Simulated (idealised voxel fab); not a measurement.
The following is a process module called voxel local oxidation.
Section cut is 185 nm wide and gridded with 5 nm square cells.
If you're reading a cross-section in this doc, picture square cells in a grid; it comes to you as bands, top ones listed first down to the bottom, and a band can be one or more rows of cells.
Heights first: top, then bottom, in nm. Then materials, left to right, each with a width in nm. "throughout" on a single material: fills the band edge to edge. "empty": empty space.
The reference from which all heights are counted is 0, the level beneath which the as-received wafer is entirely one material; the lowest band, having no lower bound, proceeds downward and is written after the example "0 nm and below".
You'd read "30->40" like this: the band's top row of cells is as wide as the first number, its bottom row is as wide as the second, and going down, every row changes width by the same amount as the row before did.
Where the words "no change" appear for a step, the cross-section shows no cell changed by that step; every cell remained as before.
Each empty space that has no open way to the top and spans at least 8 cells appears under "Sealed void inventory" as width x height at distance, the distance counted from the left edge, all in nm.
Anything after a step's settings on that line? It's the simulator's own note about the step.
overlay nm: how far to the right of its planned place the mask lay on this masked step (negative: to the left).

The process steps that were planned are listed below
| 1 | op RECEIVE | material Si |
| 2 | op OXIDIZE | depth nm 5 |
| 3 | op CONFORMAL_DEP | material SiN | thk nm 15 |
| 4 | op PATTERN | tone cover | mask id ACTIVE | material resist | width nm 105 | thk nm 20 | overlay nm 0 |
| 5 | op DIRECTIONAL_ETCH | etch materials SiN | depth nm 15 |
| 6 | op STRIP | etch materials resist |
| 7 | op SELECTIVE_ETCH | etch materials SiO2 | depth nm 5 |
| 8 | op OXIDIZE | depth nm 10 |
| 9 | op STRIP | etch materials SiN |

As-received wafer cross-section (after step 1)
	0 nm and below: Si throughout
	Sealed void inventory: none

Cross-section taken at module completion on the first of two wafers; processed per the plan
	0 nm to -5 nm: empty (45); SiO2 (95); empty (45)
	-5 nm to -15 nm: SiO2 (55); Si (75); SiO2 (55)
	-15 nm and below: Si throughout
	Sealed void inventory: none

Module end: cross-section of wafer two of two. Same start and process plan as the first wafer. One mistake during execution
	0 nm to -5 nm: empty (45); SiO2 (100); empty (40)
	-5 nm to -15 nm: SiO2 (55); Si (80); SiO2 (50)
	-15 nm and below: Si throughout
	Sealed void inventory: none
The plan and the run diverged here: note that step 4 departed from the planned setting and was carried out as op PATTERN | tone cover | mask id ACTIVE | material resist | width nm 110 | thk nm 20 | overlay nm 0
Wrapping up, a cell-based count of both wafers puts the second over or under the first for these materials: Si +2; SiO2 -1
